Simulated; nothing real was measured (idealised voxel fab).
A process module follows: voxel air gaps.
cross-section cut | 210 nm wide | cells 5 nm
Cross-section = grid of square cells, listed top down in bands; band = one or more rows. What a band's entry tells you: where the top is and where the bottom is, as heights in nm, and after that what lies inside, material by material from left to right, each with its width in nm. Empty space is written as the word "air", and a single material marked with the word "full width" occupies the band from edge to edge. For the purposes of this specification, 0 denotes the height below which the wafer in its as-received condition is composed wholly of one material, and the lowermost band, lacking a lower limit, extends downward without end, as expressed in "from 0 down". Quick explanation for "30->40": the width changes in equal steps down the rows of cells, from the first number in the band's top row to the second number in its bottom row. Take "nothing different" at face value: in the step it is given for, the cross-section changed in none of its cells. Heads up: "Closed void inventory" only lists the empty pockets with no open path to the top that are 8 cells or more, and it writes them as width x height at distance, distance from the left edge, in nm. It should be noted that, on the line of a given step, the content following the step's settings is a remark produced by the simulator itself with respect to that step. overlay nm: mask offset rightward from planned place, masked step; negative means leftward offset.

THE STEPS PLANNED FOR THE PROCESS ARE AS FOLLOWS
1: op RECEIVE | material Si
2: op CONFORMAL_DEP | material SiO2 | thk nm 10
3: op CONFORMAL_DEP | material SiN | thk nm 5
4: op DIRECTIONAL_DEP | material SiO2 | thk nm 30
5: op PATTERN | tone open | mask id LINES | material resist | width nm 20 | pitch nm 45 | thk nm 20 | overlay nm 0
6: op DIRECTIONAL_ETCH | etch materials SiO2 | depth nm 30
7: op STRIP | etch materials resist
8: op CONFORMAL_DEP | material TiN | thk nm 5
9: op FILL_DEP | material Cu | thk nm 10
10: op CMP | height nm 45
11: op EPI | material Ru | thk nm 10
12: op SELECTIVE_ETCH | etch materials SiO2 | depth nm 40
13: op CONFORMAL_DEP | material SiCN | thk nm 5

FIRST OUT OF TWO WAFERS; RUN WENT TO PLAN

CROSS-SECTION OF THE WAFER AT RECEIPT, WHICH IS THE CONDITION AFTER STEP 1
    from 0 down | Si full width
    Closed void inventory: none

AFTER STEP 2: WAFER CROSS-SECTION
    from 10 to 0 | SiO2 full width
    Beneath the level 0, the cross-section is identical to its previous state.

AFTER STEP 3: WAFER CROSS-SECTION
    from 15 to 10 | SiN full width
    Beneath the level 10, the cross-section is identical to its previous state.

AFTER STEP 4: WAFER CROSS-SECTION
    from 45 to 15 | SiO2 full width
    Beneath the level 15, the cross-section is identical to its previous state.

AFTER STEP 5: WAFER CROSS-SECTION
    from 65 to 45 | 25 nm resist, 20 nm air, 25 nm resist, 20 nm air, 25 nm resist, 20 nm air, 25 nm resist, 20 nm air, 30 nm resist
    Beneath the level 45, the cross-section is identical to its previous state.

AFTER STEP 6: WAFER CROSS-SECTION
    from 65 to 45 | 25 nm resist, 20 nm air, 25 nm resist, 20 nm air, 25 nm resist, 20 nm air, 25 nm resist, 20 nm air, 30 nm resist
    from 45 to 15 | 25 nm SiO2, 20 nm air, 25 nm SiO2, 20 nm air, 25 nm SiO2, 20 nm air, 25 nm SiO2, 20 nm air, 30 nm SiO2
    Beneath the level 15, the cross-section is identical to its previous state.

AFTER STEP 7: WAFER CROSS-SECTION
    from 45 to 15 | 25 nm SiO2, 20 nm air, 25 nm SiO2, 20 nm air, 25 nm SiO2, 20 nm air, 25 nm SiO2, 20 nm air, 30 nm SiO2
    Beneath the level 15, the cross-section is identical to its previous state.

AFTER STEP 8: WAFER CROSS-SECTION
    from 50 to 45 | 30 nm TiN, 10 nm air, 35 nm TiN, 10 nm air, 35 nm TiN, 10 nm air, 35 nm TiN, 10 nm air, 35 nm TiN
    from 45 to 20 | 25 nm SiO2, 5 nm TiN, 10 nm air, 5 nm TiN, 25 nm SiO2, 5 nm TiN, 10 nm air, 5 nm TiN, 25 nm SiO2, 5 nm TiN, 10 nm air, 5 nm TiN, 25 nm SiO2, 5 nm TiN, 10 nm air, 5 nm TiN, 30 nm SiO2
    from 20 to 15 | 25 nm SiO2, 20 nm TiN, 25 nm SiO2, 20 nm TiN, 25 nm SiO2, 20 nm TiN, 25 nm SiO2, 20 nm TiN, 30 nm SiO2
    Beneath the level 15, the cross-section is identical to its previous state.

AFTER STEP 9: WAFER CROSS-SECTION
    from 60 to 50 | Cu full width
    from 50 to 45 | 30 nm TiN, 10 nm Cu, 35 nm TiN, 10 nm Cu, 35 nm TiN, 10 nm Cu, 35 nm TiN, 10 nm Cu, 35 nm TiN
    from 45 to 20 | 25 nm SiO2, 5 nm TiN, 10 nm Cu, 5 nm TiN, 25 nm SiO2, 5 nm TiN, 10 nm Cu, 5 nm TiN, 25 nm SiO2, 5 nm TiN, 10 nm Cu, 5 nm TiN, 25 nm SiO2, 5 nm TiN, 10 nm Cu, 5 nm TiN, 30 nm SiO2
    Beneath the level 20, the cross-section is identical to its previous state.

AFTER STEP 10: WAFER CROSS-SECTION
    from 45 to 20 | 25 nm SiO2, 5 nm TiN, 10 nm Cu, 5 nm TiN, 25 nm SiO2, 5 nm TiN, 10 nm Cu, 5 nm TiN, 25 nm SiO2, 5 nm TiN, 10 nm Cu, 5 nm TiN, 25 nm SiO2, 5 nm TiN, 10 nm Cu, 5 nm TiN, 30 nm SiO2
    Beneath the level 20, the cross-section is identical to its previous state.

AFTER STEP 11: WAFER CROSS-SECTION
    from 55 to 45 | 15 nm air, 40 nm Ru, 5 nm air, 40 nm Ru, 5 nm air, 40 nm Ru, 5 nm air, 40 nm Ru, 20 nm air
    Beneath the level 45, the cross-section is identical to its previous state.

AFTER STEP 12: WAFER CROSS-SECTION
    from 55 to 45 | 15 nm air, 40 nm Ru, 5 nm air, 40 nm Ru, 5 nm air, 40 nm Ru, 5 nm air, 40 nm Ru, 20 nm air
    from 45 to 20 | 25 nm air, 5 nm TiN, 10 nm Cu, 5 nm TiN, 25 nm air, 5 nm TiN, 10 nm Cu, 5 nm TiN, 25 nm air, 5 nm TiN, 10 nm Cu, 5 nm TiN, 25 nm air, 5 nm TiN, 10 nm Cu, 5 nm TiN, 30 nm air
    from 20 to 15 | 25 nm air, 20 nm TiN, 25 nm air, 20 nm TiN, 25 nm air, 20 nm TiN, 25 nm air, 20 nm TiN, 30 nm air
    Beneath the level 15, the cross-section is identical to its previous state.

AFTER STEP 13: WAFER CROSS-SECTION
    from 60 to 55 | 10 nm air, 185 nm SiCN, 15 nm air
    from 55 to 45 | 10 nm air, 5 nm SiCN, 40 nm Ru, 5 nm SiCN, 40 nm Ru, 5 nm SiCN, 40 nm Ru, 5 nm SiCN, 40 nm Ru, 5 nm SiCN, 15 nm air
    from 45 to 40 | 10 nm air, 15 nm SiCN, 5 nm TiN, 10 nm Cu, 5 nm TiN, 25 nm SiCN, 5 nm TiN, 10 nm Cu, 5 nm TiN, 25 nm SiCN, 5 nm TiN, 10 nm Cu, 5 nm TiN, 25 nm SiCN, 5 nm TiN, 10 nm Cu, 5 nm TiN, 15 nm SiCN, 15 nm air
    from 40 to 20 | 20 nm air, 5 nm SiCN, 5 nm TiN, 10 nm Cu, 5 nm TiN, 5 nm SiCN, 15 nm air, 5 nm SiCN, 5 nm TiN, 10 nm Cu, 5 nm TiN, 5 nm SiCN, 15 nm air, 5 nm SiCN, 5 nm TiN, 10 nm Cu, 5 nm TiN, 5 nm SiCN, 15 nm air, 5 nm SiCN, 5 nm TiN, 10 nm Cu, 5 nm TiN, 5 nm SiCN, 25 nm air
    from 20 to 15 | 25 nm SiCN, 20 nm TiN, 25 nm SiCN, 20 nm TiN, 25 nm SiCN, 20 nm TiN, 25 nm SiCN, 20 nm TiN, 30 nm SiCN
    Beneath the level 15, the cross-section is identical to its previous state.
    Closed void inventory: 15 x 20 at 50; 15 x 20 at 95; 15 x 20 at 140

SECOND WAFER, SAME STARTING CONDITIONS AND RECIPE AS THE FIRST, ONE MISTAKE IN EXECUTING IT, NOTHING DIFFERS FROM THE FIRST UP TO AND INCLUDING STEP 4

SECOND WAFER PROFILE IN SECTION, AT THE MOMENT STEP 5 OF THE PLAN WAS MEANT TO BE COMPLETE
    from 65 to 45 | 25 nm air, 20 nm resist, 25 nm air, 20 nm resist, 25 nm air, 20 nm resist, 25 nm air, 20 nm resist, 30 nm air
    Beneath the level 45, the cross-section is identical to its previous state.

SECOND WAFER PROFILE IN SECTION, AT THE MOMENT STEP 6 OF THE PLAN WAS MEANT TO BE COMPLETE
    from 65 to 45 | 25 nm air, 20 nm resist, 25 nm air, 20 nm resist, 25 nm air, 20 nm resist, 25 nm air, 20 nm resist, 30 nm air
    from 45 to 15 | 25 nm air, 20 nm SiO2, 25 nm air, 20 nm SiO2, 25 nm air, 20 nm SiO2, 25 nm air, 20 nm SiO2, 30 nm air
    Beneath the level 15, the cross-section is identical to its previous state.

SECOND WAFER PROFILE IN SECTION, AT THE MOMENT STEP 7 OF THE PLAN WAS MEANT TO BE COMPLETE
    from 45 to 15 | 25 nm air, 20 nm SiO2, 25 nm air, 20 nm SiO2, 25 nm air, 20 nm SiO2, 25 nm air, 20 nm SiO2, 30 nm air
    Beneath the level 15, the cross-section is identical to its previous state.

SECOND WAFER PROFILE IN SECTION, AT THE MOMENT STEP 8 OF THE PLAN WAS MEANT TO BE COMPLETE
    from 50 to 45 | 20 nm air, 30 nm TiN, 15 nm air, 30 nm TiN, 15 nm air, 30 nm TiN, 15 nm air, 30 nm TiN, 25 nm air
    from 45 to 20 | 20 nm air, 5 nm TiN, 20 nm SiO2, 5 nm TiN, 15 nm air, 5 nm TiN, 20 nm SiO2, 5 nm TiN, 15 nm air, 5 nm TiN, 20 nm SiO2, 5 nm TiN, 15 nm air, 5 nm TiN, 20 nm SiO2, 5 nm TiN, 25 nm air
    from 20 to 15 | 25 nm TiN, 20 nm SiO2, 25 nm TiN, 20 nm SiO2, 25 nm TiN, 20 nm SiO2, 25 nm TiN, 20 nm SiO2, 30 nm TiN
    Beneath the level 15, the cross-section is identical to its previous state.

SECOND WAFER PROFILE IN SECTION, AT THE MOMENT STEP 9 OF THE PLAN WAS MEANT TO BE COMPLETE
    from 60 to 50 | Cu full width
    from 50 to 45 | 20 nm Cu, 30 nm TiN, 15 nm Cu, 30 nm TiN, 15 nm Cu, 30 nm TiN, 15 nm Cu, 30 nm TiN, 25 nm Cu
    from 45 to 20 | 20 nm Cu, 5 nm TiN, 20 nm SiO2, 5 nm TiN, 15 nm Cu, 5 nm TiN, 20 nm SiO2, 5 nm TiN, 15 nm Cu, 5 nm TiN, 20 nm SiO2, 5 nm TiN, 15 nm Cu, 5 nm TiN, 20 nm SiO2, 5 nm TiN, 25 nm Cu
    Beneath the level 20, the cross-section is identical to its previous state.

SECOND WAFER PROFILE IN SECTION, AT THE MOMENT STEP 10 OF THE PLAN WAS MEANT TO BE COMPLETE
    from 45 to 20 | 20 nm Cu, 5 nm TiN, 20 nm SiO2, 5 nm TiN, 15 nm Cu, 5 nm TiN, 20 nm SiO2, 5 nm TiN, 15 nm Cu, 5 nm TiN, 20 nm SiO2, 5 nm TiN, 15 nm Cu, 5 nm TiN, 20 nm SiO2, 5 nm TiN, 25 nm Cu
    Beneath the level 20, the cross-section is identical to its previous state.

SECOND WAFER PROFILE IN SECTION, AT THE MOMENT STEP 11 OF THE PLAN WAS MEANT TO BE COMPLETE
    from 55 to 45 | Ru full width
    Beneath the level 45, the cross-section is identical to its previous state.

Second wafer profile in section, at the moment step 12 of the plan was meant to be complete: nothing different

SECOND WAFER PROFILE IN SECTION, AT THE MOMENT STEP 13 OF THE PLAN WAS MEANT TO BE COMPLETE
    from 60 to 55 | SiCN full width
    Beneath the level 55, the cross-section is identical to its previous state.
It is concluded that the wafer was processed incorrectly with respect to the plan, in that for step 5, the planned setting was not used; the step was instead run as op PATTERN | tone cover | mask id LINES | material resist | width nm 20 | pitch nm 45 | thk nm 20 | overlay nm 0
End check, counted in cells, second wafer has more or fewer of these materials than the first: +50 Cu | +20 Ru | -84 SiCN | +96 SiO2 | +10 TiN
At the end, the first wafer has 3 closed voids and the second wafer has 0.
